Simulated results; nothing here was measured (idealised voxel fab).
Process module, titled voxel air gaps
The width of the displayed cross-section, cut, is 210 nm; its cells are square, with a size of 5 nm.
Cross-section layout: square cells on a grid; listed as bands, top to bottom; a band spans one or more cell rows. Per band: top height and bottom height in nm, followed by the left-to-right materials and their widths in nm; "full width" marks a single material spanning edge to edge, "blank" marks empty space. Height 0 is the level under which the wafer as received is all one material. The lowest band goes on downwards, as in "0 -> down". Width "30..40": first value at the band's top row of cells, second value at its bottom row, equal change from row to row. Given "no change occurred" for a step, no cell of the cross-section differs between before and after that step. Heads up: "Catalogued sealed voids" only lists the empty pockets with no open path to the top that are 8 cells or more, and it writes them as width x height at distance, distance from the left edge, in nm. after a step's settings: what the simulator itself notes on the step. "overlay nm" denotes, for a step that has a mask, the displacement of the mask to the right of its planned place, with negative values corresponding to the left.
PLAN
1. RECEIVE [material Si]
2. CONFORMAL_DEP [material SiO2] [thk nm 10]
3. CONFORMAL_DEP [material SiN] [thk nm 5]
4. DIRECTIONAL_DEP [material SiO2] [thk nm 35]
5. MASKED_ETCH [tone open] [mask id LINES] [width nm 15] [pitch nm 40] [etch materials SiO2] [depth nm 35] [overlay nm 0]
6. CONFORMAL_DEP [material TiN] [thk nm 5]
7. FILL_DEP [material Cu] [thk nm 5]
8. CMP [height nm 50]
9. EPI [material Ru] [thk nm 10]
10. SELECTIVE_ETCH [etch materials SiO2] [depth nm 45]
11. CONFORMAL_DEP [material SiCN] [thk nm 5]
For this document, wafers share an identical start and vary in the step 5 width nm; the plan quotes the first wafer's value.
SO THIS IS THE FIRST OF SEVERAL WAFERS, CROSS-SECTIONED AS IT CAME TO US, MEANING IT'S AT THE END OF STEP 1
0 -> down = Si full width
Catalogued sealed voids: none
NOTE: THE FOLLOWING TABLE IS ARRANGED BY WAFER, A ROW APIECE. EACH ROW REPORTS THE END-OF-MODULE STATE: PER MATERIAL, CELLS GAINED (+) OR CELLS LOST (-) COMPARED WITH THE WAFER AS RECEIVED; CLOSED VOIDS FOLLOW
width nm 15; +18 Cu; +42 Ru; +112 SiCN; +42 SiN; +84 SiO2; +45 TiN; Catalogued sealed voids: 15 x 25 at 75; 15 x 25 at 115
width nm 20; +36 Cu; +48 Ru; +68 SiCN; +42 SiN; +140 SiO2; +48 TiN; Catalogued sealed voids: none
width nm 25; +54 Cu; +50 Ru; +68 SiCN; +42 SiN; +126 SiO2; +51 TiN; Catalogued sealed voids: none
